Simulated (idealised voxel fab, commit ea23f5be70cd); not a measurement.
Documented hereafter: the process module known as voxel wiring stack.
The figure presents cross-section cut, which has a width of 245 nm and is divided into square cells with an edge length of 5 nm.
Cross-sections here: square-cell grids, written as top-down lists of bands, a band being one or more rows of cells.
Read a band's entry like this: the first values are the height of its top and the height of its bottom in nm, and what follows is the sequence of materials from left to right, each with its width in nm. Note that "air" is empty space, and that a single material marked "all across" reaches across the band from edge to edge.
Heads up on the height convention: 0 is the point under which the incoming wafer is all one material, and the lowest band has no bottom, it just keeps going down, like "from 0 down".
So if you see something like "30->40" for the width, read it as the top row of the band sitting at the first number and the bottom row at the second, with every row in between moving by the same amount as the last.
"stayed the same" (step): cross-section cells unchanged, all of them.
The label "Trapped voids" introduces a list of the empty spaces, 8 cells or larger, that have no open way up to the top; each entry in it reads width x height at distance, where the distance is taken from the left edge and all three are stated in nm.
If you see something after the settings on a step's line, that's the simulator's own remark about that step.
overlay nm: on a step with a mask, how far right of its planned place the mask lay; negative means left.

Below is the list of planned process steps
- 1: op RECEIVE | material Si
- 2: op CONFORMAL_DEP | material SiO2 | thk nm 10
- 3: op DIRECTIONAL_DEP | material TiN | thk nm 5
- 4: op DIRECTIONAL_DEP | material Ru | thk nm 20
- 5: op PATTERN | tone cover | mask id METAL_1 | material resist | width nm 20 | pitch nm 35 | thk nm 15 | overlay nm 0
- 6: op DIRECTIONAL_ETCH | etch materials Ru | depth nm 20
- 7: op DIRECTIONAL_ETCH | etch materials TiN | depth nm 5
- 8: op STRIP | etch materials resist
- 9: op CONFORMAL_DEP | material SiN | thk nm 5
- 10: op FILL_DEP | material SiO2 | thk nm 5
- 11: op CMP | height nm 35
- 12: op CONFORMAL_DEP | material SiCN | thk nm 5
- 13: op DIRECTIONAL_DEP | material SiO2 | thk nm 20
- 14: op DIRECTIONAL_DEP | material aC | thk nm 15
- 15: op PATTERN | tone open | mask id PLUG_1 | material resist | width nm 15 | pitch nm 70 | thk nm 30 | overlay nm 0
- 16: op DIRECTIONAL_ETCH | etch materials aC | depth nm 15
- 17: op STRIP | etch materials resist
- 18: op DIRECTIONAL_ETCH | etch materials SiO2 | depth nm 20
- 19: op DIRECTIONAL_ETCH | etch materials SiCN | depth nm 5
- 20: op STRIP | etch materials aC
- 21: op EPI | material Ru | thk nm 10
- 22: op EPI | material Ru | thk nm 10
- 23: op EPI | material Ru | thk nm 5
- 24: op DIRECTIONAL_DEP | material TiN | thk nm 5
- 25: op DIRECTIONAL_DEP | material Ru | thk nm 20
- 26: op MASKED_ETCH | tone cover | mask id METAL_2 | width nm 20 | pitch nm 35 | etch materials Ru | depth nm 20 | overlay nm 0
- 27: op MASKED_ETCH | tone cover | mask id METAL_2 | width nm 20 | pitch nm 35 | etch materials TiN | depth nm 5 | overlay nm 0
- 28: op FILL_DEP | material SiO2 | thk nm 10
- 29: op CMP | height nm 85
- 30: op CONFORMAL_DEP | material SiCN | thk nm 5
- 31: op DIRECTIONAL_DEP | material SiO2 | thk nm 15
- 32: op MASKED_ETCH | tone open | mask id PLUG_2 | width nm 15 | pitch nm 35 | etch materials SiO2 | depth nm 15 | overlay nm 0
- 33: op MASKED_ETCH | tone open | mask id PLUG_2 | width nm 15 | pitch nm 35 | etch materials SiCN | depth nm 5 | overlay nm 0
- 34: op CONFORMAL_DEP | material TiN | thk nm 5
- 35: op FILL_DEP | material W | thk nm 5
- 36: op CMP | height nm 105
- 37: op DIRECTIONAL_DEP | material TiN | thk nm 5
- 38: op DIRECTIONAL_DEP | material W | thk nm 25
- 39: op PATTERN | tone cover | mask id METAL_3 | material resist | width nm 20 | pitch nm 35 | thk nm 20 | overlay nm 0
- 40: op DIRECTIONAL_ETCH | etch materials W | depth nm 25
- 41: op DIRECTIONAL_ETCH | etch materials TiN | depth nm 5
- 42: op STRIP | etch materials resist
- 43: op FILL_DEP | material SiO2 | thk nm 5
- 44: op CMP | height nm 135
- 45: op CONFORMAL_DEP | material SiN | thk nm 5

Received-state cross-section, reflecting completion of step 1
* from 0 down: Si all across
* Trapped voids: none

First of two wafers at the end of the module, shown in cross-section; run carried out as planned
* from 140 to 135: SiN all across
* from 135 to 110: 60 of SiO2 / 20 of W / 15 of SiO2 / 20 of W / 15 of SiO2 / 20 of W / 15 of SiO2 / 20 of W / 60 of SiO2
* from 110 to 105: 60 of SiO2 / 20 of TiN / 15 of SiO2 / 20 of TiN / 15 of SiO2 / 20 of TiN / 15 of SiO2 / 20 of TiN / 60 of SiO2
* from 105 to 90: 60 of SiO2 / 5 of TiN / 5 of W / 5 of TiN / 20 of SiO2 / 5 of TiN / 5 of W / 5 of TiN / 20 of SiO2 / 5 of TiN / 5 of W / 5 of TiN / 20 of SiO2 / 5 of TiN / 5 of W / 5 of TiN / 65 of SiO2
* from 90 to 85: 60 of SiCN / 15 of TiN / 20 of SiCN / 15 of TiN / 20 of SiCN / 15 of TiN / 20 of SiCN / 15 of TiN / 65 of SiCN
* from 85 to 65: 60 of SiO2 / 20 of Ru / 15 of SiO2 / 20 of Ru / 15 of SiO2 / 20 of Ru / 15 of SiO2 / 20 of Ru / 60 of SiO2
* from 65 to 60: 60 of SiO2 / 20 of TiN / 15 of SiO2 / 20 of TiN / 15 of SiO2 / 20 of TiN / 15 of SiO2 / 20 of TiN / 60 of SiO2
* from 60 to 40: 60 of SiO2 / 15 of Ru / 55 of SiO2 / 15 of Ru / 100 of SiO2
* from 40 to 35: 60 of SiCN / 15 of Ru / 55 of SiCN / 15 of Ru / 100 of SiCN
* from 35 to 15: 55 of SiO2 / 5 of SiN / 20 of Ru / 5 of SiN / 5 of SiO2 / 5 of SiN / 20 of Ru / 5 of SiN / 5 of SiO2 / 5 of SiN / 20 of Ru / 5 of SiN / 5 of SiO2 / 5 of SiN / 20 of Ru / 5 of SiN / 55 of SiO2
* from 15 to 10: 60 of SiN / 20 of TiN / 15 of SiN / 20 of TiN / 15 of SiN / 20 of TiN / 15 of SiN / 20 of TiN / 60 of SiN
* from 10 to 0: SiO2 all across
* from 0 down: Si all across
* Trapped voids: none

Cross-sectional view of the second of two wafers upon completion of the module. This wafer shared its starting condition and process plan with the first; one error was made during its execution
* from 140 to 135: SiN all across
* from 135 to 110: 60 of W / 20 of SiO2 / 15 of W / 20 of SiO2 / 15 of W / 20 of SiO2 / 15 of W / 20 of SiO2 / 60 of W
* from 110 to 105: 60 of TiN / 20 of SiO2 / 15 of TiN / 20 of SiO2 / 15 of TiN / 20 of SiO2 / 15 of TiN / 20 of SiO2 / 60 of TiN
* from 105 to 90: 60 of SiO2 / 5 of TiN / 5 of W / 5 of TiN / 20 of SiO2 / 5 of TiN / 5 of W / 5 of TiN / 20 of SiO2 / 5 of TiN / 5 of W / 5 of TiN / 20 of SiO2 / 5 of TiN / 5 of W / 5 of TiN / 65 of SiO2
* from 90 to 85: 60 of SiCN / 15 of TiN / 20 of SiCN / 15 of TiN / 20 of SiCN / 15 of TiN / 20 of SiCN / 15 of TiN / 65 of SiCN
* from 85 to 65: 60 of SiO2 / 20 of Ru / 15 of SiO2 / 20 of Ru / 15 of SiO2 / 20 of Ru / 15 of SiO2 / 20 of Ru / 60 of SiO2
* from 65 to 60: 60 of SiO2 / 20 of TiN / 15 of SiO2 / 20 of TiN / 15 of SiO2 / 20 of TiN / 15 of SiO2 / 20 of TiN / 60 of SiO2
* from 60 to 40: 60 of SiO2 / 15 of Ru / 55 of SiO2 / 15 of Ru / 100 of SiO2
* from 40 to 35: 60 of SiCN / 15 of Ru / 55 of SiCN / 15 of Ru / 100 of SiCN
* from 35 to 15: 55 of SiO2 / 5 of SiN / 20 of Ru / 5 of SiN / 5 of SiO2 / 5 of SiN / 20 of Ru / 5 of SiN / 5 of SiO2 / 5 of SiN / 20 of Ru / 5 of SiN / 5 of SiO2 / 5 of SiN / 20 of Ru / 5 of SiN / 55 of SiO2
* from 15 to 10: 60 of SiN / 20 of TiN / 15 of SiN / 20 of TiN / 15 of SiN / 20 of TiN / 15 of SiN / 20 of TiN / 60 of SiN
* from 10 to 0: SiO2 all across
* from 0 down: Si all across
* Trapped voids: none
What went wrong in running the wafer? not per plan at step 39, really ran op PATTERN | tone open | mask id METAL_3 | material resist | width nm 20 | pitch nm 35 | thk nm 20 | overlay nm 0
Final cells, second wafer relative to first, materials higher or lower: SiO2 -102; TiN +17; W +85
